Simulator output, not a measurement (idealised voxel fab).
You're looking at the process module voxel ribs on slabs.
300 nm wide, 5 nm square cells: that's cross-section cut.
Throughout this document, each cross-section is represented as a grid of square cells and is presented as a sequence of bands enumerated from the top downward, where a band comprises one or more rows of cells.
Top, bottom (nm), then materials left to right with widths (nm); lone material tagged "edge to edge" fills the whole band edge to edge; "air" = empty space.
Height datum 0, below which the as-received substrate wafer is one material. Lowest band open at the bottom, running downward: "0 and below".
The width entry "30 to 40" should be interpreted row by row: the top row of cells in the band takes the first number, the bottom row takes the second number, and the change between adjacent rows is uniform throughout.
No cell of the cross-section changed in a step that is given as "all unchanged".
"Sealed void listing" enumerates empty spaces isolated from the top, with no open way to it, that contain at least 8 cells, giving each as width x height at distance from the left edge, all three in nm.
What comes after the settings on a step's line is commentary from the simulator itself on that step.
overlay nm: right-of-plan distance of the mask on a masked step; negative values mean left-of-plan.

# Intended process steps
1,op RECEIVE | material Si
2,op DIRECTIONAL_DEP | material SiO2 | thk nm 20
3,op DIRECTIONAL_DEP | material SiN | thk nm 25
4,op DIRECTIONAL_DEP | material aC | thk nm 15
5,op PATTERN | tone cover | mask id RIB | material resist | width nm 15 | thk nm 30 | overlay nm 0
6,op DIRECTIONAL_ETCH | etch materials aC | depth nm 15
7,op STRIP | etch materials resist
8,op DIRECTIONAL_ETCH | etch materials SiN | depth nm 10
9,op STRIP | etch materials aC
10,op DIRECTIONAL_DEP | material aC | thk nm 10
11,op PATTERN | tone cover | mask id SLAB | material resist | width nm 55 | thk nm 30 | overlay nm 0
12,op DIRECTIONAL_ETCH | etch materials aC | depth nm 10
13,op STRIP | etch materials resist
14,op DIRECTIONAL_ETCH | etch materials SiN | depth nm 15
15,op STRIP | etch materials aC
16,op FILL_DEP | material SiO2 | thk nm 20
17,op CMP | height nm 55
18,op DIRECTIONAL_DEP | material W | thk nm 5
19,op DIRECTIONAL_DEP | material aC | thk nm 10
20,op PATTERN | tone cover | mask id HEATER | material resist | width nm 25 | thk nm 30 | overlay nm 0
21,op DIRECTIONAL_ETCH | etch materials aC | depth nm 10
22,op STRIP | etch materials resist
23,op DIRECTIONAL_ETCH | etch materials W | depth nm 5
24,op STRIP | etch materials aC
25,op CONFORMAL_DEP | material SiO2 | thk nm 10

# Delivered wafer in cross-section: state after step 1
> 0 and below: Si edge to edge
> Sealed void listing: none

# Cross-sectional result after module completion. Note: starting condition and plan are unchanged from above; one processing mistake was made
> 70 down to 65: air=125  SiO2=45  air=130
> 65 down to 60: SiO2 edge to edge
> 60 down to 55: SiO2=135  W=25  SiO2=140
> 55 down to 25: SiO2 edge to edge
> 25 down to 0: SiN edge to edge
> 0 and below: Si edge to edge
> Sealed void listing: none
It is concluded that the wafer was processed incorrectly with respect to the plan, in that order of steps 2 and 3 inverted relative to the plan
